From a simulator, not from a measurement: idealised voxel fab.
Process module name: voxel capacitor over wiring
Each square cell in cross-section cut measures 5 nm, and the section as a whole is 250 nm wide.
Heads up, the way a cross-section reads in here is a grid of square cells, handed over as bands from the top down, with every band being one or more rows of cells. The entry gives the band's vertical extent as a top height and a bottom height in nm, then its horizontal make-up as materials from left to right, each with a width in nm. "air" stands for empty space; a single material marked "full width" fills the band edge to edge. Heights are reckoned from 0. Under this level, the received wafer is all of one material. The bottommost band is open-ended downward, for example "0..down". So if you see something like "30..40" for the width, read it as the top row of the band sitting at the first number and the bottom row at the second, with every row in between moving by the same amount as the last. "remains unaltered" for a step: no cell of the cross-section changed in that step. Under "Internal closed voids" you'll find the enclosed gaps, the ones with no way out to the top, that are 8 cells or bigger; each reads width x height at distance, with distance counted from the left edge, everything in nm. Heads up: the bit after the settings on a step's line is the simulator's remark on that step. The optional step-line setting "overlay nm" applies to steps with a mask and quantifies how far to the right of its planned location the mask lay, a negative value indicating leftward placement.

## Below is the list of planned process steps
1. RECEIVE, material Si
2. CONFORMAL_DEP, material SiO2, thk nm 10
3. DIRECTIONAL_DEP, material TiN, thk nm 5
4. DIRECTIONAL_DEP, material W, thk nm 15
5. DIRECTIONAL_DEP, material aC, thk nm 15
6. PATTERN, tone cover, mask id METAL_1, material resist, width nm 20, pitch nm 70, thk nm 30, overlay nm 0
7. DIRECTIONAL_ETCH, etch materials aC, depth nm 15
8. STRIP, etch materials resist
9. DIRECTIONAL_ETCH, etch materials W, depth nm 15
10. DIRECTIONAL_ETCH, etch materials TiN, depth nm 5
11. STRIP, etch materials aC
12. FILL_DEP, material lowk, thk nm 5
13. CMP, height nm 30
14. CONFORMAL_DEP, material SiCN, thk nm 5
15. DIRECTIONAL_DEP, material lowk, thk nm 10
16. DIRECTIONAL_DEP, material aC, thk nm 15
17. PATTERN, tone open, mask id PLUG_1, material resist, width nm 15, thk nm 35, overlay nm 0
18. DIRECTIONAL_ETCH, etch materials aC, depth nm 15
19. STRIP, etch materials resist
20. DIRECTIONAL_ETCH, etch materials lowk, depth nm 10
21. DIRECTIONAL_ETCH, etch materials SiCN, depth nm 5
22. STRIP, etch materials aC
23. CONFORMAL_DEP, material TiN, thk nm 5
24. FILL_DEP, material Ru, thk nm 10
25. CMP, height nm 45
26. DIRECTIONAL_DEP, material TiN, thk nm 10
27. DIRECTIONAL_DEP, material Al2O3, thk nm 5
28. DIRECTIONAL_DEP, material TiN, thk nm 5
29. PATTERN, tone cover, mask id UPPER_PLATE, material resist, width nm 55, thk nm 20, overlay nm 0
30. DIRECTIONAL_ETCH, etch materials TiN, depth nm 5
31. DIRECTIONAL_ETCH, etch materials Al2O3, depth nm 5
32. STRIP, etch materials resist
33. PATTERN, tone cover, mask id LOWER_PLATE, material resist, width nm 65, thk nm 20, overlay nm 0
34. DIRECTIONAL_ETCH, etch materials TiN, depth nm 10
35. STRIP, etch materials resist
36. FILL_DEP, material SiO2, thk nm 20
37. CMP, height nm 80
38. MASKED_ETCH, tone open, mask id PLUG_2, width nm 15, etch materials SiO2, depth nm 15, overlay nm 0
39. CONFORMAL_DEP, material TiN, thk nm 5
40. FILL_DEP, material W, thk nm 5
41. CMP, height nm 80
42. CONFORMAL_DEP, material SiCN, thk nm 5

## Here's what the wafer looked like in cross-section when it arrived - that's after step 1
	0..down = Si full width
	Internal closed voids: none

## Below is the wafer in cross-section after the module was completed. It began from the starting point shown above and followed the plan shown above, except that one mistake was made while running it
	85..80 = SiCN full width
	80..70 = 95 nm SiO2 / 5 nm TiN / 5 nm W / 5 nm TiN / 140 nm SiO2
	70..60 = 95..85 nm SiO2 / 15..55 nm TiN / 140..110 nm SiO2
	60..55 = 85 nm SiO2 / 55 nm Al2O3 / 110 nm SiO2
	55..45 = 80 nm SiO2 / 65 nm TiN / 105 nm SiO2
	45..35 = 85 nm lowk / 5 nm TiN / 5 nm Ru / 5 nm TiN / 150 nm lowk
	35..30 = 85 nm SiCN / 15 nm TiN / 150 nm SiCN
	30..15 = 70 nm lowk / 20 nm W / 50 nm lowk / 20 nm W / 90 nm lowk
	15..10 = 70 nm lowk / 20 nm TiN / 50 nm lowk / 20 nm TiN / 90 nm lowk
	10..0 = SiO2 full width
	0..down = Si full width
	Internal closed voids: none
Misprocessing identified: step 6 did not use the planned setting and instead ran as PATTERN, tone cover, mask id METAL_1, material resist, width nm 20, pitch nm 70, thk nm 30, overlay nm -10
